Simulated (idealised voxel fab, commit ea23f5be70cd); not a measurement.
This is a process module. Its name is voxel gate over fins.
Shown is cross-section cut, with a width of 250 nm and square cells of size 5 nm.
Each cross-section below is a grid of square cells, stated as bands in top-down order, with one or more rows of cells making up each band.
Top, bottom (nm), then materials left to right with widths (nm); lone material tagged "throughout" fills the whole band edge to edge; "blank" = empty space.
Height is counted from the level 0, under which the received wafer is composed throughout of one material. The lowest of the bands is not closed at the bottom but continues downward, in the notation "0 and below".
So if you see something like "30 to 40" for the width, read it as the top row of the band sitting at the first number and the bottom row at the second, with every row in between moving by the same amount as the last.
Key: "changes: none" - step with no changed cell in the cross-section.
Voids not open to the top, 8 cells minimum: see "Closed void register". Written width x height at distance; distance is from the left edge; nm.
Formally, on a step line, whatever follows the settings is a remark that the simulator itself makes on the step.
"overlay nm" answers the question of how far to the right of plan the mask lay on a step that has a mask, and when it is negative the answer is to the left.

**The planned process steps are enumerated hereunder**
1,RECEIVE | material Si
2,CONFORMAL_DEP | material SiN | thk nm 10
3,PATTERN | tone cover | mask id FINS | material resist | width nm 15 | pitch nm 50 | thk nm 20 | overlay nm 0
4,DIRECTIONAL_ETCH | etch materials SiN | depth nm 10
5,DIRECTIONAL_ETCH | etch materials Si | depth nm 30
6,STRIP | etch materials resist
7,FILL_DEP | material SiO2 | thk nm 5
8,CMP | height nm 10
9,MASKED_ETCH | tone open | mask id RAIL | width nm 15 | etch materials SiO2 | depth nm 35 | overlay nm 0
10,CONFORMAL_DEP | material TiN | thk nm 5
11,FILL_DEP | material W | thk nm 10
12,CMP | height nm 10
13,SELECTIVE_ETCH | etch materials W Ru TiN | depth nm 30
14,FILL_DEP | material SiO2 | thk nm 5
15,CMP | height nm 10
16,SELECTIVE_ETCH | etch materials SiO2 | depth nm 25
17,STRIP | etch materials SiN
18,CONFORMAL_DEP | material HfO2 | thk nm 5
19,CONFORMAL_DEP | material TiN | thk nm 5
20,CONFORMAL_DEP | material TiAl | thk nm 5
21,CONFORMAL_DEP | material TiN | thk nm 5
22,FILL_DEP | material W | thk nm 15
23,CMP | height nm 30
24,CONFORMAL_DEP | material SiCN | thk nm 5

**Cross-section of the wafer upon arrival, representing the state reached after step 1**
0 and below | Si throughout
Closed void register: none

**Final cross-section, module run with one mistake (start and plan as above)**
35 down to 30 | SiCN throughout
30 down to 25 | TiN throughout
25 down to 20 | TiAl throughout
20 down to 15 | TiN throughout
15 down to 0 | HfO2 throughout
0 and below | Si throughout
Closed void register: none
Here's what went sideways: note that step 2 departed from the planned setting and was carried out as CONFORMAL_DEP | material HfO2 | thk nm 10
